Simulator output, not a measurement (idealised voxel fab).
Title: Process Module voxel wiring stack
Each square cell in cross-section cut measures 5 nm, and the section as a whole is 265 nm wide.
How to read a cross-section here: the picture is a grid of square cells, written as bands going from the top down, and any band can span one or more rows of cells. Look at the band entry: it leads with the top's height and the bottom's height in nm. Then it lists the materials left to right, with a width in nm for each. The word "throughout" on a single material says that material fills the band edge to edge. The word "empty" is empty space. Where do heights start? At 0: under that level the wafer as delivered is made of one material only. And the lowest band has no floor; it just carries on downward, as in "0 -> down". A width given as "30 to 40" starts at the first number in the band's top row and ends at the second number in its bottom row, shifting by an equal amount at every step from row to row. Where a step carries "remained unchanged", the cross-section came out of it unchanged, cell for cell. Closed empty spaces (no open way to the top) of 8 cells or more are what "Trapped cavities" lists, each as width x height at distance from the left edge, nm for all three. Formally, on a step line, whatever follows the settings is a remark that the simulator itself makes on the step. overlay nm: right-of-plan distance of the mask on a masked step; negative values mean left-of-plan.
# The following list gives the planned process steps
1: RECEIVE,material Si
2: CONFORMAL_DEP,material SiO2,thk nm 10
3: CONFORMAL_DEP,material SiN,thk nm 5
4: DIRECTIONAL_DEP,material lowk,thk nm 25
5: MASKED_ETCH,tone open,mask id METAL_1,width nm 20,pitch nm 40,etch materials lowk,depth nm 25,overlay nm 0
6: MASKED_ETCH,tone open,mask id METAL_1,width nm 20,pitch nm 40,etch materials SiN,depth nm 5,overlay nm 0
7: CONFORMAL_DEP,material TiN,thk nm 5
8: FILL_DEP,material W,thk nm 10
9: CMP,height nm 40
10: CONFORMAL_DEP,material SiCN,thk nm 5
11: DIRECTIONAL_DEP,material lowk,thk nm 20
12: PATTERN,tone open,mask id PLUG_1,material resist,width nm 15,thk nm 20,overlay nm 0
13: DIRECTIONAL_ETCH,etch materials lowk,depth nm 20
14: DIRECTIONAL_ETCH,etch materials SiCN,depth nm 5
15: STRIP,etch materials resist
16: EPI,material Ru,thk nm 10
17: EPI,material Ru,thk nm 10
18: EPI,material Ru,thk nm 5
19: DIRECTIONAL_DEP,material TiN,thk nm 5
20: DIRECTIONAL_DEP,material Ru,thk nm 15
21: PATTERN,tone cover,mask id METAL_2,material resist,width nm 20,pitch nm 40,thk nm 15,overlay nm 0
22: DIRECTIONAL_ETCH,etch materials Ru,depth nm 15
23: DIRECTIONAL_ETCH,etch materials TiN,depth nm 5
24: STRIP,etch materials resist
25: CONFORMAL_DEP,material SiN,thk nm 5
26: FILL_DEP,material SiO2,thk nm 10
27: CMP,height nm 85
28: CONFORMAL_DEP,material SiCN,thk nm 5
29: DIRECTIONAL_DEP,material lowk,thk nm 15
30: PATTERN,tone open,mask id PLUG_2,material resist,width nm 15,pitch nm 40,thk nm 15,overlay nm 0
31: DIRECTIONAL_ETCH,etch materials lowk,depth nm 15
32: DIRECTIONAL_ETCH,etch materials SiCN,depth nm 5
33: STRIP,etch materials resist
34: EPI,material Ru,thk nm 10
35: EPI,material Ru,thk nm 10
36: DIRECTIONAL_DEP,material TiN,thk nm 5
37: DIRECTIONAL_DEP,material W,thk nm 25
38: DIRECTIONAL_DEP,material aC,thk nm 10
39: PATTERN,tone cover,mask id METAL_3,material resist,width nm 20,pitch nm 40,thk nm 30,overlay nm 0
40: DIRECTIONAL_ETCH,etch materials aC,depth nm 10
41: STRIP,etch materials resist
42: DIRECTIONAL_ETCH,etch materials W,depth nm 25
43: DIRECTIONAL_ETCH,etch materials TiN,depth nm 5
44: STRIP,etch materials aC
45: FILL_DEP,material SiO2,thk nm 10
46: CMP,height nm 135
47: CONFORMAL_DEP,material SiCN,thk nm 5
# Incoming wafer, cross-sectional view, post step 1
  0 -> down  Si throughout
  Trapped cavities: none
# First wafer of two, sectioned at end of module; run went per plan
  140 -> 135  SiCN throughout
  135 -> 110  100 SiO2  20 W  20 SiO2  20 W  105 SiO2
  110 -> 105  100 SiO2  20 TiN  20 SiO2  20 TiN  105 SiO2
  105 -> 90  100 lowk  15 Ru  25 lowk  15 Ru  110 lowk
  90 -> 85  100 SiCN  15 Ru  25 SiCN  15 Ru  110 SiCN
  85 -> 70  95 SiO2  5 SiN  20 Ru  5 SiN  10 SiO2  5 SiN  20 Ru  5 SiN  100 SiO2
  70 -> 65  100 SiN  20 TiN  20 SiN  20 TiN  105 SiN
  65 -> 45  100 lowk  15 Ru  150 lowk
  45 -> 40  100 SiCN  15 Ru  150 SiCN
  40 -> 15  100 lowk  5 TiN  10 W  5 TiN  20 lowk  5 TiN  10 W  5 TiN  105 lowk
  15 -> 10  100 SiN  20 TiN  20 SiN  20 TiN  105 SiN
  10 -> 0  SiO2 throughout
  0 -> down  Si throughout
  Trapped cavities: none
# End of module, second wafer, cross-section. Started like the first, planned like the first, run with one mistake
  140 -> 135  SiCN throughout
  135 -> 110  100 SiO2  20 W  20 SiO2  20 W  105 SiO2
  110 -> 105  100 SiO2  20 TiN  20 SiO2  20 TiN  105 SiO2
  105 -> 90  100 lowk  15 Ru  25 lowk  15 Ru  110 lowk
  90 -> 85  100 SiCN  15 Ru  25 SiCN  15 Ru  110 SiCN
  85 -> 70  100 SiN  20 Ru  20 SiN  20 Ru  105 SiN
  70 -> 65  100 SiN  20 TiN  20 SiN  20 TiN  105 SiN
  65 -> 45  100 lowk  15 Ru  150 lowk
  45 -> 40  100 SiCN  15 Ru  150 SiCN
  40 -> 15  100 lowk  5 TiN  10 W  5 TiN  20 lowk  5 TiN  10 W  5 TiN  105 lowk
  15 -> 10  100 SiN  20 TiN  20 SiN  20 TiN  105 SiN
  10 -> 0  SiO2 throughout
  0 -> down  Si throughout
  Trapped cavities: none
What was the processing mistake? note that step 26 departed from the planned setting and was carried out as FILL_DEP,material SiN,thk nm 10
Per the end-of-run cell counts, the second wafer holds more or fewer of some materials than the first: SiN +123, SiO2 -123
